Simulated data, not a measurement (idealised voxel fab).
Presented below is a process module, voxel transistor to metal.
The width of the displayed cross-section, cut, is 160 nm; its cells are square, with a size of 5 nm.
A cross-section is a grid of square cells, given in bands from the top down. A band is one or more rows of cells. Top, bottom (nm), then materials left to right with widths (nm); lone material tagged "everywhere" fills the whole band edge to edge; "blank" = empty space. Beneath 0, the wafer as received is one material, and that level is where height counting begins. The lowest band goes on downward without a bottom; it is written like "0..down". It should be noted that a width expressed as "30..40" varies in equal increments from row to row of cells within the band, taking the value of the first number at the top row and that of the second number at the bottom row. Any step labelled "nothing altered" changed none of the cells in the cross-section. "Completely enclosed voids" enumerates empty spaces isolated from the top, with no open way to it, that contain at least 8 cells, giving each as width x height at distance from the left edge, all three in nm. Post-settings text on a step line: simulator's own remark regarding the step. overlay nm: step with mask; distance mask lay right of planned place; negative value = left of planned place.
### So here's the lineup of process steps we planned
1) RECEIVE, material Si
2) OXIDIZE, depth nm 5
3) CONFORMAL_DEP, material SiN, thk nm 15
4) DIRECTIONAL_DEP, material aC, thk nm 10
5) PATTERN, tone cover, mask id ACTIVE, material resist, width nm 125, thk nm 25, overlay nm 0
6) DIRECTIONAL_ETCH, etch materials aC, depth nm 10
7) STRIP, etch materials resist
8) DIRECTIONAL_ETCH, etch materials SiN, depth nm 15
9) DIRECTIONAL_ETCH, etch materials SiO2, depth nm 5
10) DIRECTIONAL_ETCH, etch materials Si, depth nm 20
11) STRIP, etch materials aC
12) FILL_DEP, material SiO2, thk nm 5
13) CMP, height nm 15
14) SELECTIVE_ETCH, etch materials SiO2, depth nm 15
15) STRIP, etch materials SiN
16) SELECTIVE_ETCH, etch materials SiO2, depth nm 5
17) OXIDIZE, depth nm 5
18) DIRECTIONAL_DEP, material polySi, thk nm 25
19) DIRECTIONAL_DEP, material SiCN, thk nm 15
20) MASKED_ETCH, tone cover, mask id GATE, width nm 35, etch materials SiCN, depth nm 25, overlay nm 0
21) MASKED_ETCH, tone cover, mask id GATE, width nm 35, etch materials polySi, depth nm 35, overlay nm 0
22) CONFORMAL_DEP, material SiN, thk nm 5
23) DIRECTIONAL_ETCH, etch materials SiN, depth nm 5
24) DIRECTIONAL_ETCH, etch materials SiO2, depth nm 5
25) DIRECTIONAL_ETCH, etch materials Si, depth nm 15
26) EPI, material pSi, thk nm 20
27) FILL_DEP, material SiO2, thk nm 10
28) CMP, height nm 20
29) STRIP, etch materials polySi
30) SELECTIVE_ETCH, etch materials SiO2, depth nm 5
31) CONFORMAL_DEP, material HfO2, thk nm 5
32) CONFORMAL_DEP, material TiN, thk nm 5
33) FILL_DEP, material W, thk nm 5
34) CMP, height nm 15
35) DIRECTIONAL_DEP, material SiO2, thk nm 10
36) DIRECTIONAL_DEP, material aC, thk nm 10
37) PATTERN, tone open, mask id CONTACT, material resist, width nm 20, pitch nm 95, thk nm 25, overlay nm 0
38) DIRECTIONAL_ETCH, etch materials aC, depth nm 10
39) STRIP, etch materials resist
40) DIRECTIONAL_ETCH, etch materials SiO2, depth nm 30
41) STRIP, etch materials aC
42) CONFORMAL_DEP, material TiN, thk nm 5
43) FILL_DEP, material Ru, thk nm 5
44) CMP, height nm 25
45) DIRECTIONAL_DEP, material TiN, thk nm 5
46) DIRECTIONAL_DEP, material W, thk nm 20
47) MASKED_ETCH, tone cover, mask id METAL_1, width nm 20, pitch nm 95, etch materials W, depth nm 20, overlay nm 0
48) MASKED_ETCH, tone cover, mask id METAL_1, width nm 20, pitch nm 95, etch materials TiN, depth nm 5, overlay nm 0
49) CONFORMAL_DEP, material SiCN, thk nm 5
50) FILL_DEP, material lowk, thk nm 10
51) CMP, height nm 50
52) CONFORMAL_DEP, material SiN, thk nm 5
### First wafer, two in total, run as planned
### Here's what the wafer looked like in cross-section when it arrived - that's after step 1
> 0..down: Si everywhere
> Completely enclosed voids: none
### The following cross-section depicts the wafer upon completion of step 2
> 0..-5: SiO2 everywhere
> below -5: unchanged
### The following cross-section depicts the wafer upon completion of step 3
> 15..0: SiN everywhere
> below 0: unchanged
### The following cross-section depicts the wafer upon completion of step 4
> 25..15: aC everywhere
> below 15: unchanged
### The following cross-section depicts the wafer upon completion of step 5
> 50..25: blank 15 | resist 125 | blank 20
> below 25: unchanged
### The following cross-section depicts the wafer upon completion of step 6
> 40..25: blank 15 | resist 125 | blank 20
> 25..15: blank 15 | aC 125 | blank 20
> below 15: unchanged
### The following cross-section depicts the wafer upon completion of step 7
> 25..15: blank 15 | aC 125 | blank 20
> below 15: unchanged
### The following cross-section depicts the wafer upon completion of step 8
> 25..15: blank 15 | aC 125 | blank 20
> 15..0: blank 15 | SiN 125 | blank 20
> below 0: unchanged
### The following cross-section depicts the wafer upon completion of step 9
> 25..15: blank 15 | aC 125 | blank 20
> 15..0: blank 15 | SiN 125 | blank 20
> 0..-5: blank 15 | SiO2 125 | blank 20
> below -5: unchanged
### The following cross-section depicts the wafer upon completion of step 10
> 25..15: blank 15 | aC 125 | blank 20
> 15..0: blank 15 | SiN 125 | blank 20
> 0..-5: blank 15 | SiO2 125 | blank 20
> -5..-25: blank 15 | Si 125 | blank 20
> below -25: unchanged
### The following cross-section depicts the wafer upon completion of step 11
> 15..0: blank 15 | SiN 125 | blank 20
> below 0: unchanged
### The following cross-section depicts the wafer upon completion of step 12
> 20..15: SiO2 everywhere
> 15..0: SiO2 15 | SiN 125 | SiO2 20
> 0..-5: SiO2 everywhere
> -5..-25: SiO2 15 | Si 125 | SiO2 20
> below -25: unchanged
### The following cross-section depicts the wafer upon completion of step 13
> 15..0: SiO2 15 | SiN 125 | SiO2 20
> below 0: unchanged
### The following cross-section depicts the wafer upon completion of step 14
> 15..0: blank 15 | SiN 125 | blank 20
> below 0: unchanged
### The following cross-section depicts the wafer upon completion of step 15
> 0..-5: SiO2 everywhere
> below -5: unchanged
### The following cross-section depicts the wafer upon completion of step 16
> -5..-25: SiO2 15 | Si 125 | SiO2 20
> below -25: unchanged
### The following cross-section depicts the wafer upon completion of step 17
> -5..-10: SiO2 everywhere
> below -10: unchanged
### The following cross-section depicts the wafer upon completion of step 18
> 20..-5: polySi everywhere
> below -5: unchanged
### The following cross-section depicts the wafer upon completion of step 19
> 35..20: SiCN everywhere
> below 20: unchanged
### The following cross-section depicts the wafer upon completion of step 20
> 35..20: blank 60 | SiCN 35 | blank 65
> below 20: unchanged
### The following cross-section depicts the wafer upon completion of step 21
> 35..20: blank 60 | SiCN 35 | blank 65
> 20..-5: blank 60 | polySi 35 | blank 65
> below -5: unchanged
### The following cross-section depicts the wafer upon completion of step 22
> 40..35: blank 55 | SiN 45 | blank 60
> 35..20: blank 55 | SiN 5 | SiCN 35 | SiN 5 | blank 60
> 20..0: blank 55 | SiN 5 | polySi 35 | SiN 5 | blank 60
> 0..-5: SiN 60 | polySi 35 | SiN 65
> below -5: unchanged
### The following cross-section depicts the wafer upon completion of step 23
> 35..20: blank 55 | SiN 5 | SiCN 35 | SiN 5 | blank 60
> 20..-5: blank 55 | SiN 5 | polySi 35 | SiN 5 | blank 60
> below -5: unchanged
### The following cross-section depicts the wafer upon completion of step 24
> 35..20: blank 55 | SiN 5 | SiCN 35 | SiN 5 | blank 60
> 20..-5: blank 55 | SiN 5 | polySi 35 | SiN 5 | blank 60
> -5..-10: blank 55 | SiO2 45 | blank 60
> below -10: unchanged
### The following cross-section depicts the wafer upon completion of step 25
> 35..20: blank 55 | SiN 5 | SiCN 35 | SiN 5 | blank 60
> 20..-5: blank 55 | SiN 5 | polySi 35 | SiN 5 | blank 60
> -5..-10: blank 55 | SiO2 45 | blank 60
> -10..-25: SiO2 15 | blank 40 | Si 45 | blank 40 | SiO2 20
> below -25: unchanged
### The following cross-section depicts the wafer upon completion of step 26
> 35..20: blank 55 | SiN 5 | SiCN 35 | SiN 5 | blank 60
> 20..10: blank 55 | SiN 5 | polySi 35 | SiN 5 | blank 60
> 10..-5: blank 35 | pSi 20 | SiN 5 | polySi 35 | SiN 5 | pSi 20 | blank 40
> -5..-10: blank 10 | pSi 45 | SiO2 45 | pSi 45 | blank 15
> -10..-25: SiO2 15 | pSi 40 | Si 45 | pSi 40 | SiO2 20
> below -25: unchanged
### The following cross-section depicts the wafer upon completion of step 27
> 45..35: SiO2 everywhere
> 35..20: SiO2 55 | SiN 5 | SiCN 35 | SiN 5 | SiO2 60
> 20..10: SiO2 55 | SiN 5 | polySi 35 | SiN 5 | SiO2 60
> 10..-5: SiO2 35 | pSi 20 | SiN 5 | polySi 35 | SiN 5 | pSi 20 | SiO2 40
> -5..-10: SiO2 10 | pSi 45 | SiO2 45 | pSi 45 | SiO2 15
> below -10: unchanged
### The following cross-section depicts the wafer upon completion of step 28
> 20..10: SiO2 55 | SiN 5 | polySi 35 | SiN 5 | SiO2 60
> below 10: unchanged
### The following cross-section depicts the wafer upon completion of step 29
> 20..10: SiO2 55 | SiN 5 | blank 35 | SiN 5 | SiO2 60
> 10..-5: SiO2 35 | pSi 20 | SiN 5 | blank 35 | SiN 5 | pSi 20 | SiO2 40
> below -5: unchanged
### The following cross-section depicts the wafer upon completion of step 30
> 20..15: blank 55 | SiN 5 | blank 35 | SiN 5 | blank 60
> 15..10: SiO2 55 | SiN 5 | blank 35 | SiN 5 | SiO2 60
> 10..-5: SiO2 35 | pSi 20 | SiN 5 | blank 35 | SiN 5 | pSi 20 | SiO2 40
> -5..-10: SiO2 10 | pSi 45 | blank 45 | pSi 45 | SiO2 15
> below -10: unchanged
### The following cross-section depicts the wafer upon completion of step 31
> 25..20: blank 50 | HfO2 15 | blank 25 | HfO2 15 | blank 55
> 20..15: HfO2 55 | SiN 5 | HfO2 5 | blank 25 | HfO2 5 | SiN 5 | HfO2 60
> 15..10: SiO2 55 | SiN 5 | HfO2 5 | blank 25 | HfO2 5 | SiN 5 | SiO2 60
> 10..-5: SiO2 35 | pSi 20 | SiN 5 | HfO2 5 | blank 25 | HfO2 5 | SiN 5 | pSi 20 | SiO2 40
> -5..-10: SiO2 10 | pSi 45 | HfO2 45 | pSi 45 | SiO2 15
> below -10: unchanged
### The following cross-section depicts the wafer upon completion of step 32
> 30..25: blank 45 | TiN 25 | blank 15 | TiN 25 | blank 50
> 25..20: TiN 50 | HfO2 15 | TiN 5 | blank 15 | TiN 5 | HfO2 15 | TiN 55
> 20..15: HfO2 55 | SiN 5 | HfO2 5 | TiN 5 | blank 15 | TiN 5 | HfO2 5 | SiN 5 | HfO2 60
> 15..10: SiO2 55 | SiN 5 | HfO2 5 | TiN 5 | blank 15 | TiN 5 | HfO2 5 | SiN 5 | SiO2 60
> 10..0: SiO2 35 | pSi 20 | SiN 5 | HfO2 5 | TiN 5 | blank 15 | TiN 5 | HfO2 5 | SiN 5 | pSi 20 | SiO2 40
> 0..-5: SiO2 35 | pSi 20 | SiN 5 | HfO2 5 | TiN 25 | HfO2 5 | SiN 5 | pSi 20 | SiO2 40
> below -5: unchanged
### The following cross-section depicts the wafer upon completion of step 33
> 35..30: W everywhere
> 30..25: W 45 | TiN 25 | W 15 | TiN 25 | W 50
> 25..20: TiN 50 | HfO2 15 | TiN 5 | W 15 | TiN 5 | HfO2 15 | TiN 55
> 20..15: HfO2 55 | SiN 5 | HfO2 5 | TiN 5 | W 15 | TiN 5 | HfO2 5 | SiN 5 | HfO2 60
> 15..10: SiO2 55 | SiN 5 | HfO2 5 | TiN 5 | W 15 | TiN 5 | HfO2 5 | SiN 5 | SiO2 60
> 10..0: SiO2 35 | pSi 20 | SiN 5 | HfO2 5 | TiN 5 | W 15 | TiN 5 | HfO2 5 | SiN 5 | pSi 20 | SiO2 40
> below 0: unchanged
### The following cross-section depicts the wafer upon completion of step 34
> 15..10: SiO2 55 | SiN 5 | HfO2 5 | TiN 5 | W 15 | TiN 5 | HfO2 5 | SiN 5 | SiO2 60
> below 10: unchanged
### The following cross-section depicts the wafer upon completion of step 35
> 25..15: SiO2 everywhere
> below 15: unchanged
### The following cross-section depicts the wafer upon completion of step 36
> 35..25: aC everywhere
> below 25: unchanged
### The following cross-section depicts the wafer upon completion of step 37
> 60..35: resist 20 | blank 20 | resist 75 | blank 20 | resist 25
> below 35: unchanged
### The following cross-section depicts the wafer upon completion of step 38
> 50..35: resist 20 | blank 20 | resist 75 | blank 20 | resist 25
> 35..25: aC 20 | blank 20 | aC 75 | blank 20 | aC 25
> below 25: unchanged
### The following cross-section depicts the wafer upon completion of step 39
> 35..25: aC 20 | blank 20 | aC 75 | blank 20 | aC 25
> below 25: unchanged
### The following cross-section depicts the wafer upon completion of step 40
> 35..25: aC 20 | blank 20 | aC 75 | blank 20 | aC 25
> 25..15: SiO2 20 | blank 20 | SiO2 75 | blank 20 | SiO2 25
> 15..10: SiO2 20 | blank 20 | SiO2 15 | SiN 5 | HfO2 5 | TiN 5 | W 15 | TiN 5 | HfO2 5 | SiN 5 | SiO2 15 | blank 20 | SiO2 25
> 10..0: SiO2 20 | blank 15 | pSi 20 | SiN 5 | HfO2 5 | TiN 5 | W 15 | TiN 5 | HfO2 5 | SiN 5 | pSi 20 | blank 15 | SiO2 25
> 0..-5: SiO2 20 | blank 15 | pSi 20 | SiN 5 | HfO2 5 | TiN 25 | HfO2 5 | SiN 5 | pSi 20 | blank 15 | SiO2 25
> below -5: unchanged
### The following cross-section depicts the wafer upon completion of step 41
> 25..15: SiO2 20 | blank 20 | SiO2 75 | blank 20 | SiO2 25
> below 15: unchanged
### The following cross-section depicts the wafer upon completion of step 42
> 30..25: TiN 25 | blank 10 | TiN 85 | blank 10 | TiN 30
> 25..15: SiO2 20 | TiN 5 | blank 10 | TiN 5 | SiO2 75 | TiN 5 | blank 10 | TiN 5 | SiO2 25
> 15..10: SiO2 20 | TiN 5 | blank 5 | TiN 10 | SiO2 15 | SiN 5 | HfO2 5 | TiN 5 | W 15 | TiN 5 | HfO2 5 | SiN 5 | SiO2 15 | TiN 10 | blank 5 | TiN 5 | SiO2 25
> 10..0: SiO2 20 | TiN 5 | blank 5 | TiN 5 | pSi 20 | SiN 5 | HfO2 5 | TiN 5 | W 15 | TiN 5 | HfO2 5 | SiN 5 | pSi 20 | TiN 5 | blank 5 | TiN 5 | SiO2 25
> 0..-5: SiO2 20 | TiN 15 | pSi 20 | SiN 5 | HfO2 5 | TiN 25 | HfO2 5 | SiN 5 | pSi 20 | TiN 15 | SiO2 25
> below -5: unchanged
### The following cross-section depicts the wafer upon completion of step 43
> 35..30: Ru everywhere
> 30..25: TiN 25 | Ru 10 | TiN 85 | Ru 10 | TiN 30
> 25..15: SiO2 20 | TiN 5 | Ru 10 | TiN 5 | SiO2 75 | TiN 5 | Ru 10 | TiN 5 | SiO2 25
> 15..10: SiO2 20 | TiN 5 | Ru 5 | TiN 10 | SiO2 15 | SiN 5 | HfO2 5 | TiN 5 | W 15 | TiN 5 | HfO2 5 | SiN 5 | SiO2 15 | TiN 10 | Ru 5 | TiN 5 | SiO2 25
> 10..0: SiO2 20 | TiN 5 | Ru 5 | TiN 5 | pSi 20 | SiN 5 | HfO2 5 | TiN 5 | W 15 | TiN 5 | HfO2 5 | SiN 5 | pSi 20 | TiN 5 | Ru 5 | TiN 5 | SiO2 25
> below 0: unchanged
### The following cross-section depicts the wafer upon completion of step 44
> 25..15: SiO2 20 | TiN 5 | Ru 10 | TiN 5 | SiO2 75 | TiN 5 | Ru 10 | TiN 5 | SiO2 25
> below 15: unchanged
### The following cross-section depicts the wafer upon completion of step 45
> 30..25: TiN everywhere
> below 25: unchanged
### The following cross-section depicts the wafer upon completion of step 46
> 50..30: W everywhere
> below 30: unchanged
### The following cross-section depicts the wafer upon completion of step 47
> 50..30: blank 20 | W 20 | blank 75 | W 20 | blank 25
> below 30: unchanged
### The following cross-section depicts the wafer upon completion of step 48
> 50..30: blank 20 | W 20 | blank 75 | W 20 | blank 25
> 30..25: blank 20 | TiN 20 | blank 75 | TiN 20 | blank 25
> below 25: unchanged
### The following cross-section depicts the wafer upon completion of step 49
> 55..50: blank 15 | SiCN 30 | blank 65 | SiCN 30 | blank 20
> 50..30: blank 15 | SiCN 5 | W 20 | SiCN 5 | blank 65 | SiCN 5 | W 20 | SiCN 5 | blank 20
> 30..25: SiCN 20 | TiN 20 | SiCN 75 | TiN 20 | SiCN 25
> below 25: unchanged
### The following cross-section depicts the wafer upon completion of step 50
> 65..55: lowk everywhere
> 55..50: lowk 15 | SiCN 30 | lowk 65 | SiCN 30 | lowk 20
> 50..30: lowk 15 | SiCN 5 | W 20 | SiCN 5 | lowk 65 | SiCN 5 | W 20 | SiCN 5 | lowk 20
> below 30: unchanged
### The following cross-section depicts the wafer upon completion of step 51
> 50..30: lowk 15 | SiCN 5 | W 20 | SiCN 5 | lowk 65 | SiCN 5 | W 20 | SiCN 5 | lowk 20
> below 30: unchanged
### The following cross-section depicts the wafer upon completion of step 52
> 55..50: SiN everywhere
> below 50: unchanged
### The Second Wafer: Common Origin and Plan, One Mistake in Execution, Identical to the First Through Step 44
### Second wafer cross-section, taken as of the time the plan sets for step 45 to be done
> 45..25: W everywhere
> below 25: unchanged
### Second wafer cross-section, taken as of the time the plan sets for step 46 to be done
> 50..45: TiN everywhere
> below 45: unchanged
Second wafer cross-section, taken as of the time the plan sets for step 47 to be done: nothing altered
### Second wafer cross-section, taken as of the time the plan sets for step 48 to be done
> 50..45: blank 20 | TiN 20 | blank 75 | TiN 20 | blank 25
> below 45: unchanged
### Second wafer cross-section, taken as of the time the plan sets for step 49 to be done
> 55..50: blank 15 | SiCN 30 | blank 65 | SiCN 30 | blank 20
> 50..45: SiCN 20 | TiN 20 | SiCN 75 | TiN 20 | SiCN 25
> below 45: unchanged
### Second wafer cross-section, taken as of the time the plan sets for step 50 to be done
> 65..55: lowk everywhere
> 55..50: lowk 15 | SiCN 30 | lowk 65 | SiCN 30 | lowk 20
> below 50: unchanged
### Second wafer cross-section, taken as of the time the plan sets for step 51 to be done
> 50..45: SiCN 20 | TiN 20 | SiCN 75 | TiN 20 | SiCN 25
> below 45: unchanged
### Second wafer cross-section, taken as of the time the plan sets for step 52 to be done
> 55..50: SiN everywhere
> below 50: unchanged
What was the processing mistake? deviation from plan: step 46 and step 45 executed in one another's positions
The closing comparison, in cells, has the second wafer with more or fewer of some materials than the first: SiCN -16, W +96, lowk -80
